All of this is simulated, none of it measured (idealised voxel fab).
process module | voxel gate over fins
The cross-section shown here is cut; it is 210 nm wide and divided into square cells measuring 5 nm on a side.
Each cross-section below is a grid of square cells, stated as bands in top-down order, with one or more rows of cells making up each band.
This entry defines a band. It first specifies the height of the band's top and the height of its bottom in nm, and then specifies the band's materials from left to right, stating each material with its width in nm. The word "full width" identifies a single material that fills the band from edge to edge, while the word "blank" identifies empty space.
Beneath 0, the wafer as received is one material, and that level is where height counting begins. The lowest band goes on downward without a bottom; it is written like "0 down".
Width spec "30..40" -> top row of cells at first value, bottom row at second value, equal per-row change in between.
Any step labelled "nothing altered" changed none of the cells in the cross-section.
If an empty space has no open way to the top and is at least 8 cells in size, "Enclosed void inventory" lists it, written width x height at distance, where distance is measured from the left edge and every value is in nm.
Heads up: the bit after the settings on a step's line is the simulator's remark on that step.
A step line may carry the setting "overlay nm", which, for steps involving a mask, states the distance by which the mask lay to the right of its intended position; negative values denote displacement to the left.
THIS SECTION LISTS THE PROCESS STEPS THAT WERE PLANNED
1: RECEIVE: material Si
2: CONFORMAL_DEP: material SiN, thk nm 5
3: MASKED_ETCH: tone cover, mask id FINS, width nm 15, pitch nm 45, etch materials SiN, depth nm 5, overlay nm 0
4: MASKED_ETCH: tone cover, mask id FINS, width nm 15, pitch nm 45, etch materials Si, depth nm 30, overlay nm 0
5: FILL_DEP: material SiO2, thk nm 5
6: CMP: height nm 5
7: SELECTIVE_ETCH: etch materials SiO2, depth nm 15
8: STRIP: etch materials SiN
9: CONFORMAL_DEP: material HfO2, thk nm 5
10: CONFORMAL_DEP: material TiN, thk nm 5
11: FILL_DEP: material W, thk nm 10
12: CMP: height nm 5
13: CONFORMAL_DEP: material SiCN, thk nm 10
Keep in mind the plan's value for the height nm of step 12 comes from the first wafer; the wafers don't share that setting, but they do share the same starting point.
FIRST WAFER OF SEVERAL, AS RECEIVED: CROSS-SECTION AFTER STEP 1
- 0 down = Si full width
- Enclosed void inventory: none
THE FIRST OF SEVERAL WAFERS, SEEN IN CROSS-SECTION AFTER THE MODULE'S LAST STEP, STEP 13
- 15 to 5 = SiCN full width
- 5 to 0 = 20 nm W, then 5 nm TiN, then 25 nm HfO2, then 5 nm TiN, then 10 nm W, then 5 nm TiN, then 25 nm HfO2, then 5 nm TiN, then 10 nm W, then 5 nm TiN, then 25 nm HfO2, then 5 nm TiN, then 10 nm W, then 5 nm TiN, then 25 nm HfO2, then 5 nm TiN, then 20 nm W
- 0 to -5 = 25 nm TiN, then 5 nm HfO2, then 15 nm Si, then 5 nm HfO2, then 20 nm TiN, then 5 nm HfO2, then 15 nm Si, then 5 nm HfO2, then 20 nm TiN, then 5 nm HfO2, then 15 nm Si, then 5 nm HfO2, then 20 nm TiN, then 5 nm HfO2, then 15 nm Si, then 5 nm HfO2, then 25 nm TiN
- -5 to -10 = 30 nm HfO2, then 15 nm Si, then 30 nm HfO2, then 15 nm Si, then 30 nm HfO2, then 15 nm Si, then 30 nm HfO2, then 15 nm Si, then 30 nm HfO2
- -10 to -30 = 30 nm SiO2, then 15 nm Si, then 30 nm SiO2, then 15 nm Si, then 30 nm SiO2, then 15 nm Si, then 30 nm SiO2, then 15 nm Si, then 30 nm SiO2
- -30 down = Si full width
- Enclosed void inventory: none
CROSS-SECTION OF THE FINAL WAFER AMONG SEVERAL, TAKEN AT THE END OF THE MODULE
- 30 to 20 = SiCN full width
- 20 to 10 = W full width
- 10 to 5 = 20 nm W, then 35 nm TiN, then 10 nm W, then 35 nm TiN, then 10 nm W, then 35 nm TiN, then 10 nm W, then 35 nm TiN, then 20 nm W
- 5 to 0 = 20 nm W, then 5 nm TiN, then 25 nm HfO2, then 5 nm TiN, then 10 nm W, then 5 nm TiN, then 25 nm HfO2, then 5 nm TiN, then 10 nm W, then 5 nm TiN, then 25 nm HfO2, then 5 nm TiN, then 10 nm W, then 5 nm TiN, then 25 nm HfO2, then 5 nm TiN, then 20 nm W
- 0 to -5 = 25 nm TiN, then 5 nm HfO2, then 15 nm Si, then 5 nm HfO2, then 20 nm TiN, then 5 nm HfO2, then 15 nm Si, then 5 nm HfO2, then 20 nm TiN, then 5 nm HfO2, then 15 nm Si, then 5 nm HfO2, then 20 nm TiN, then 5 nm HfO2, then 15 nm Si, then 5 nm HfO2, then 25 nm TiN
- -5 to -10 = 30 nm HfO2, then 15 nm Si, then 30 nm HfO2, then 15 nm Si, then 30 nm HfO2, then 15 nm Si, then 30 nm HfO2, then 15 nm Si, then 30 nm HfO2
- -10 to -30 = 30 nm SiO2, then 15 nm Si, then 30 nm SiO2, then 15 nm Si, then 30 nm SiO2, then 15 nm Si, then 30 nm SiO2, then 15 nm Si, then 30 nm SiO2
- -30 down = Si full width
- Enclosed void inventory: none
TAKE ANY ROW AND YOU HAVE A WAFER AT THE END OF THE MODULE: HOW MANY CELLS OF EACH MATERIAL IT HAS GAINED (+) OR LOST (-) SINCE IT WAS RECEIVED, AND THEN ITS CLOSED VOIDS
height nm 5; +58 HfO2; -180 Si; +84 SiCN; +120 SiO2; +30 TiN; +14 W; Enclosed void inventory: none
height nm 10; +58 HfO2; -180 Si; +84 SiCN; +120 SiO2; +58 TiN; +28 W; Enclosed void inventory: none
height nm 15; +58 HfO2; -180 Si; +84 SiCN; +120 SiO2; +58 TiN; +70 W; Enclosed void inventory: none
height nm 20; +58 HfO2; -180 Si; +84 SiCN; +120 SiO2; +58 TiN; +112 W; Enclosed void inventory: none
